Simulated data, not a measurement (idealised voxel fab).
The process module that follows is named voxel self aligned vias.
For reference, the cross-section in this document is cut, with width 260 nm and square cells of 5 nm.
How to read a cross-section here: the picture is a grid of square cells, written as bands going from the top down, and any band can span one or more rows of cells.
Band entry format. Leading values: height of top, height of bottom, nm. Remainder: materials in left-to-right order, each with its width in nm. Special words: "full width" on a single material, which then fills the band edge to edge; "empty", empty space.
Note: height 0 marks the level under which the wafer is uniformly one material as received. Lowest band unbounded below, written "0 down".
Quick explanation for "30..40": the width changes in equal steps down the rows of cells, from the first number in the band's top row to the second number in its bottom row.
For the purposes of this document, the phrase "nothing got changed" attached to a step denotes that no cell within the cross-section was modified by that step.
For the entry "Fully closed voids", the listed items are empty spaces with no open way to the top whose size is 8 cells or more; each item follows the pattern width x height at distance, where distance is from the left edge and all three are in nm.
Heads up: the bit after the settings on a step's line is the simulator's remark on that step.
Regarding "overlay nm": on a step with a mask, it is the distance the mask lay to the right of its planned place; a negative value places it to the left.
Set out below are the planned steps of the process
1. RECEIVE with material Si
2. CONFORMAL_DEP with material SiO2, thk nm 10
3. CONFORMAL_DEP with material SiCN, thk nm 5
4. DIRECTIONAL_DEP with material lowk, thk nm 30
5. MASKED_ETCH with tone open, mask id LINES, width nm 25, pitch nm 60, etch materials lowk, depth nm 30, overlay nm 0
6. CONFORMAL_DEP with material TiN, thk nm 5
7. FILL_DEP with material Ru, thk nm 10
8. CMP with height nm 45
9. SELECTIVE_ETCH with etch materials W Ru TiN, depth nm 5
10. FILL_DEP with material SiN, thk nm 5
11. CMP with height nm 45
12. DIRECTIONAL_DEP with material lowk, thk nm 15
13. PATTERN with tone open, mask id VIAS, material resist, width nm 35, pitch nm 60, thk nm 15, overlay nm -15
14. DIRECTIONAL_ETCH with etch materials lowk, depth nm 15
15. DIRECTIONAL_ETCH with etch materials SiN, depth nm 5
16. STRIP with etch materials resist
17. CONFORMAL_DEP with material TiN, thk nm 5
18. FILL_DEP with material Cu, thk nm 10
19. CMP with height nm 60
20. CONFORMAL_DEP with material SiCN, thk nm 5
Among the wafers covered here, the point of difference is the overlay nm at step 13; their starting state is shared, and the plan presents the value of the first wafer.
The first of several wafers as received, shown in cross-section; this is its state after step 1
    0 down  Si full width
    Fully closed voids: none
First wafer of several, cross-section, module end, after step 20 (last)
    65 to 60  SiCN full width
    60 to 50  lowk 35 nm, TiN 5 nm, Cu 25 nm, TiN 5 nm, lowk 25 nm, TiN 5 nm, Cu 25 nm, TiN 5 nm, lowk 25 nm, TiN 5 nm, Cu 25 nm, TiN 5 nm, lowk 70 nm
    50 to 45  lowk 35 nm, TiN 25 nm, Cu 5 nm, TiN 5 nm, lowk 25 nm, TiN 25 nm, Cu 5 nm, TiN 5 nm, lowk 25 nm, TiN 25 nm, Cu 5 nm, TiN 5 nm, lowk 70 nm
    45 to 40  lowk 55 nm, TiN 15 nm, SiN 10 nm, lowk 35 nm, TiN 15 nm, SiN 10 nm, lowk 35 nm, TiN 15 nm, SiN 10 nm, lowk 60 nm
    40 to 20  lowk 55 nm, TiN 5 nm, Ru 15 nm, TiN 5 nm, lowk 35 nm, TiN 5 nm, Ru 15 nm, TiN 5 nm, lowk 35 nm, TiN 5 nm, Ru 15 nm, TiN 5 nm, lowk 60 nm
    20 to 15  lowk 55 nm, TiN 25 nm, lowk 35 nm, TiN 25 nm, lowk 35 nm, TiN 25 nm, lowk 60 nm
    15 to 10  SiCN full width
    10 to 0  SiO2 full width
    0 down  Si full width
    Fully closed voids: none
Cross-sectional view of the final wafer of several at the module's end
    65 to 60  SiCN full width
    60 to 50  lowk 65 nm, TiN 5 nm, Cu 25 nm, TiN 5 nm, lowk 25 nm, TiN 5 nm, Cu 25 nm, TiN 5 nm, lowk 25 nm, TiN 5 nm, Cu 25 nm, TiN 5 nm, lowk 40 nm
    50 to 45  lowk 65 nm, TiN 5 nm, Cu 5 nm, TiN 25 nm, lowk 25 nm, TiN 5 nm, Cu 5 nm, TiN 25 nm, lowk 25 nm, TiN 5 nm, Cu 5 nm, TiN 25 nm, lowk 40 nm
    45 to 40  lowk 55 nm, SiN 10 nm, TiN 15 nm, lowk 35 nm, SiN 10 nm, TiN 15 nm, lowk 35 nm, SiN 10 nm, TiN 15 nm, lowk 60 nm
    40 to 20  lowk 55 nm, TiN 5 nm, Ru 15 nm, TiN 5 nm, lowk 35 nm, TiN 5 nm, Ru 15 nm, TiN 5 nm, lowk 35 nm, TiN 5 nm, Ru 15 nm, TiN 5 nm, lowk 60 nm
    20 to 15  lowk 55 nm, TiN 25 nm, lowk 35 nm, TiN 25 nm, lowk 35 nm, TiN 25 nm, lowk 60 nm
    15 to 10  SiCN full width
    10 to 0  SiO2 full width
    0 down  Si full width
    Fully closed voids: none
Heads up, this table goes wafer by wafer. A row tells you, at the end of the module, how many cells of each material that wafer has put on (+) or dropped (-) since it was received, and then its closed voids
overlay nm -15 | +33 Cu | +36 Ru | +104 SiCN | +6 SiN | +104 SiO2 | +78 TiN | +315 lowk | Fully closed voids: none
overlay nm -10 | +36 Cu | +36 Ru | +104 SiCN | +3 SiN | +104 SiO2 | +78 TiN | +315 lowk | Fully closed voids: none
overlay nm -5 | +39 Cu | +36 Ru | +104 SiCN | +104 SiO2 | +78 TiN | +315 lowk | Fully closed voids: none
overlay nm 0 | +39 Cu | +36 Ru | +104 SiCN | +104 SiO2 | +78 TiN | +315 lowk | Fully closed voids: none
overlay nm 5 | +39 Cu | +36 Ru | +104 SiCN | +104 SiO2 | +78 TiN | +315 lowk | Fully closed voids: none
overlay nm 10 | +36 Cu | +36 Ru | +104 SiCN | +3 SiN | +104 SiO2 | +78 TiN | +315 lowk | Fully closed voids: none
overlay nm 15 | +33 Cu | +36 Ru | +104 SiCN | +6 SiN | +104 SiO2 | +78 TiN | +315 lowk | Fully closed voids: none
